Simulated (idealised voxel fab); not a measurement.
The following process module bears the name voxel trench capacitor.
Cross-section cut spans 255 nm and uses square cells 5 nm in size.
This document writes a cross-section as a grid whose cells are square, and gives it as bands, listed from the top down; one or more rows of cells form a band.
A band entry consists of two parts. The first gives the height of the band's top and the height of its bottom, in nm. The rest lists the band's materials from left to right, each with its width in nm. A single material labelled with the word "edge to edge" fills the band from edge to edge, and the word "empty" marks empty space.
The level at which height equals 0 is the one under which the wafer, as it arrives, is entirely one material. No lower edge exists for the bottom band, which continues downward and is notated as in "0 down".
It should be noted that a width expressed as "30..40" varies in equal increments from row to row of cells within the band, taking the value of the first number at the top row and that of the second number at the bottom row.
When a step is marked "identical to before", none of the cells in the cross-section changed during that step.
This entry, "Trapped cavities", enumerates those empty regions of no fewer than 8 cells that possess no open connection to the top. Each region is reported in the form width x height at distance, the distance being taken from the left edge, with all three quantities expressed in nm.
It should be noted that, on the line of a given step, the content following the step's settings is a remark produced by the simulator itself with respect to that step.
overlay nm: how far to the right of its planned place the mask lay on this masked step (negative: to the left).

Planned process steps:
1 RECEIVE,material Si
2 CONFORMAL_DEP,material SiN,thk nm 10
3 MASKED_ETCH,tone open,mask id TRENCH,width nm 25,pitch nm 50,etch materials SiN,depth nm 10,overlay nm 0
4 MASKED_ETCH,tone open,mask id TRENCH,width nm 15,pitch nm 50,etch materials Si,depth nm 40,overlay nm 0
5 CONFORMAL_DEP,material Al2O3,thk nm 5
6 CONFORMAL_DEP,material TiN,thk nm 5
7 FILL_DEP,material W,thk nm 5
8 CMP,height nm 10
Where the wafers of this document differ is in the width nm of step 4; they start out the same, and the plan states the value that applied to the first wafer.

Cross-section of the first of several received wafers, showing its state after step 1:
	0 down = Si edge to edge
	Trapped cavities: none

Below: a row per wafer. Contents at end of module: for every material, cells gained since receipt (+) or lost since receipt (-); then closed voids:
width nm 15; +46 Al2O3; -48 Si; +82 SiN; +22 TiN; Trapped cavities: none
width nm 20; +46 Al2O3; -64 Si; +82 SiN; +38 TiN; Trapped cavities: none
width nm 25; +46 Al2O3; -80 Si; +82 SiN; +38 TiN; +16 W; Trapped cavities: none
width nm 30; +46 Al2O3; -80 Si; +82 SiN; +38 TiN; +16 W; Trapped cavities: none
width nm 35; +46 Al2O3; -80 Si; +82 SiN; +38 TiN; +16 W; Trapped cavities: none
